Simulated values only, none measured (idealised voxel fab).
process module | voxel ribs on slabs
cross-section cut | 175 nm wide | cells 5 nm
A cross-section is a grid of square cells, given in bands from the top down. A band is one or more rows of cells.
Each band's line starts with the height of the band's top and of its bottom, in nm. Then come its materials from left to right, each with its width in nm. One material with "throughout" fills the band from edge to edge. "air" is empty space.
Height 0 is the level under which the wafer as received is all one material. The lowest band goes on downwards, as in "0 down".
A width such as "30 to 40" changes by the same amount from each row of cells to the next, from the band's top row to its bottom row.
"no change" after a step means that no cell of the cross-section changed.
closed voids: empty space of 8 cells or more with no open way to the top, each as width x height at its distance from the left edge, in nm
after a step's settings: what the simulator itself notes on the step
overlay nm, on a step with a mask: how far to the right of its planned place the mask lay; to the left if negative
plan
1 op RECEIVE | material Si
2 op DIRECTIONAL_DEP | material SiO2 | thk nm 30
3 op DIRECTIONAL_DEP | material SiN | thk nm 20
4 op PATTERN | tone cover | mask id RIB | material resist | width nm 25 | thk nm 20 | overlay nm 0
5 op DIRECTIONAL_ETCH | etch materials SiN | depth nm 10
6 op STRIP | etch materials resist
7 op PATTERN | tone cover | mask id SLAB | material resist | width nm 65 | thk nm 15 | overlay nm 0
8 op DIRECTIONAL_ETCH | etch materials SiN | depth nm 10
9 op STRIP | etch materials resist
10 op FILL_DEP | material SiO2 | thk nm 20
11 op CMP | height nm 65
12 op DIRECTIONAL_DEP | material W | thk nm 10
13 op MASKED_ETCH | tone cover | mask id HEATER | width nm 35 | etch materials W | depth nm 10 | overlay nm 0
14 op CONFORMAL_DEP | material SiN | thk nm 5
as received, after step 1
  0 down: Si throughout
  closed voids: none
a wafer at the end: this start, this plan, one mistake
  80 to 75: air 65 | SiN 45 | air 65
  75 to 70: air 65 | SiN 5 | W 35 | SiN 5 | air 65
  70 to 65: SiN 70 | W 35 | SiN 70
  65 to 60: SiO2 75 | SiN 25 | SiO2 75
  60 to 50: SiO2 55 | SiN 65 | SiO2 55
  50 to 30: SiN throughout
  30 to 0: SiO2 throughout
  0 down: Si throughout
  closed voids: none
what went wrong: step 3 was run twice
